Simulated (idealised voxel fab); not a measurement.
Herein follows the process module entitled voxel self aligned contacts.
This is section cut - it's 160 nm across, gridded in 5 nm square cells.
We lay out every cross-section as a grid of square cells and spell it out in bands from the top down, where one band means one or more rows of cells. Quick guide to a band line: top height, bottom height (nm) up front; then every material left to right with its width in nm. Only one material and it's marked "full width"? Then it fills the band edge to edge. And "blank" just means empty space. Heights from 0 (as-received wafer is one material below). Bottom band endless downward, as "0 and below". The notation "30 to 40" denotes a width that varies across the rows of cells in the band, beginning at the first number in the top row, finishing at the second number in the bottom row, and changing by an identical amount from each row to the next. "all unchanged" -> step changed no cross-section cell. The entry "Enclosed void list" lists the empty spaces that cover at least 8 cells and have no open path to the top. Each is written as width x height at distance, where the distance is measured from the left edge and all three values are in nm. Where a step's line continues beyond its settings, the continuation is a remark by the simulator itself on that step. A step's line can hold "overlay nm"; with a mask on that step, the setting says how far right of the planned place the mask lay, while a negative setting says it lay to the left. Heads up before you read on: it's before/after pairs around one process step each, after side only down to the lowest band that changed, step plus settings under the pair. Pairs can be from different runs of this module, same starting wafer, so only chain a pair onto the one above if its "Before-step section" entry says so.
### Before-step section
60 down to 50 = SiO2 full width
50 down to 25 = SiCN full width
25 down to 5 = polySi full width
5 down to 0 = SiO2 full width
0 and below = Si full width
Enclosed void list: none
### Sectional Result
60 down to 50 = SiO2 55, blank 45, SiO2 60
Below a height of 50, the structure has not been altered.
Enclosed void list: none
What is the step between the two cross-sections above? MASKED_ETCH with tone open, mask id CONTACT, width nm 45, etch materials SiO2, depth nm 60, overlay nm 0
Before-step section: identical to the post-step cross-section of the immediately preceding pair.
### Sectional Result
65 down to 60 = TiN 60, blank 35, TiN 65
60 down to 55 = SiO2 55, TiN 5, blank 35, TiN 5, SiO2 60
55 down to 50 = SiO2 55, TiN 45, SiO2 60
Below a height of 50, the structure has not been altered.
Enclosed void list: none
What is the step between the two cross-sections above? CONFORMAL_DEP with material TiN, thk nm 5
Before-step section: identical to the post-step cross-section of the immediately preceding pair.
### Sectional Result
75 down to 65 = Ru full width
65 down to 60 = TiN 60, Ru 35, TiN 65
60 down to 55 = SiO2 55, TiN 5, Ru 35, TiN 5, SiO2 60
Below a height of 55, the structure has not been altered.
Enclosed void list: none
What is the step between the two cross-sections above? FILL_DEP with material Ru, thk nm 10
Before-step section: identical to the post-step cross-section of the immediately preceding pair.
### Sectional Result
60 down to 55 = SiO2 55, TiN 5, Ru 35, TiN 5, SiO2 60
Below a height of 55, the structure has not been altered.
Enclosed void list: none
What is the step between the two cross-sections above? CMP with height nm 60
Before-step section: identical to the post-step cross-section of the immediately preceding pair.
### Sectional Result
65 down to 60 = SiCN full width
Below a height of 60, the structure has not been altered.
Enclosed void list: none
What is the step between the two cross-sections above? CONFORMAL_DEP with material SiCN, thk nm 5
### Before-step section
50 down to 25 = SiN full width
25 down to 5 = polySi full width
5 down to 0 = SiO2 full width
0 and below = Si full width
Enclosed void list: none
### Sectional Result
50 down to 25 = SiN 35, blank 25, SiN 35, blank 25, SiN 40
Below a height of 25, the structure has not been altered.
Enclosed void list: none
What is the step between the two cross-sections above? MASKED_ETCH with tone open, mask id GATE, width nm 25, pitch nm 60, etch materials SiN, depth nm 25, overlay nm 0
Before-step section: identical to the post-step cross-section of the immediately preceding pair.
### Sectional Result
60 down to 35 = SiN 45, blank 5, SiN 55, blank 5, SiN 50
35 down to 25 = SiN full width
Below a height of 25, the structure has not been altered.
Enclosed void list: none
What is the step between the two cross-sections above? CONFORMAL_DEP with material SiN, thk nm 10
Before-step section: identical to the post-step cross-section of the immediately preceding pair.
### Sectional Result
50 down to 25 = SiN 45, blank 5, SiN 55, blank 5, SiN 50
Below a height of 25, the structure has not been altered.
Enclosed void list: none
What is the step between the two cross-sections above? DIRECTIONAL_ETCH with etch materials SiN, depth nm 10
Before-step section: identical to the post-step cross-section of the immediately preceding pair.
### Sectional Result
70 down to 50 = SiO2 full width
50 down to 25 = SiN 45, SiO2 5, SiN 55, SiO2 5, SiN 50
Below a height of 25, the structure has not been altered.
Enclosed void list: none
What is the step between the two cross-sections above? FILL_DEP with material SiO2, thk nm 20
Before-step section: identical to the post-step cross-section of the immediately preceding pair.
### Sectional Result
60 down to 50 = SiO2 full width
Below a height of 50, the structure has not been altered.
Enclosed void list: none
What is the step between the two cross-sections above? CMP with height nm 60
Before-step section: identical to the post-step cross-section of the immediately preceding pair.
### Sectional Result
60 down to 50 = SiO2 55, blank 45, SiO2 60
Below a height of 50, the structure has not been altered.
Enclosed void list: none
What is the step between the two cross-sections above? MASKED_ETCH with tone open, mask id CONTACT, width nm 45, etch materials SiO2, depth nm 60, overlay nm 0
Before-step section: identical to the post-step cross-section of the immediately preceding pair.
### Sectional Result
65 down to 60 = TiN 60, blank 35, TiN 65
60 down to 55 = SiO2 55, TiN 5, blank 35, TiN 5, SiO2 60
55 down to 50 = SiO2 55, TiN 45, SiO2 60
Below a height of 50, the structure has not been altered.
Enclosed void list: none
What is the step between the two cross-sections above? CONFORMAL_DEP with material TiN, thk nm 5
Before-step section: identical to the post-step cross-section of the immediately preceding pair.
### Sectional Result
75 down to 65 = Ru full width
65 down to 60 = TiN 60, Ru 35, TiN 65
60 down to 55 = SiO2 55, TiN 5, Ru 35, TiN 5, SiO2 60
Below a height of 55, the structure has not been altered.
Enclosed void list: none
What is the step between the two cross-sections above? FILL_DEP with material Ru, thk nm 10
Before-step section: identical to the post-step cross-section of the immediately preceding pair.
### Sectional Result
60 down to 55 = SiO2 55, TiN 5, Ru 35, TiN 5, SiO2 60
Below a height of 55, the structure has not been altered.
Enclosed void list: none
What is the step between the two cross-sections above? CMP with height nm 60
Before-step section: identical to the post-step cross-section of the immediately preceding pair.
### Sectional Result
65 down to 60 = SiCN full width
Below a height of 60, the structure has not been altered.
Enclosed void list: none
What is the step between the two cross-sections above? CONFORMAL_DEP with material SiCN, thk nm 5
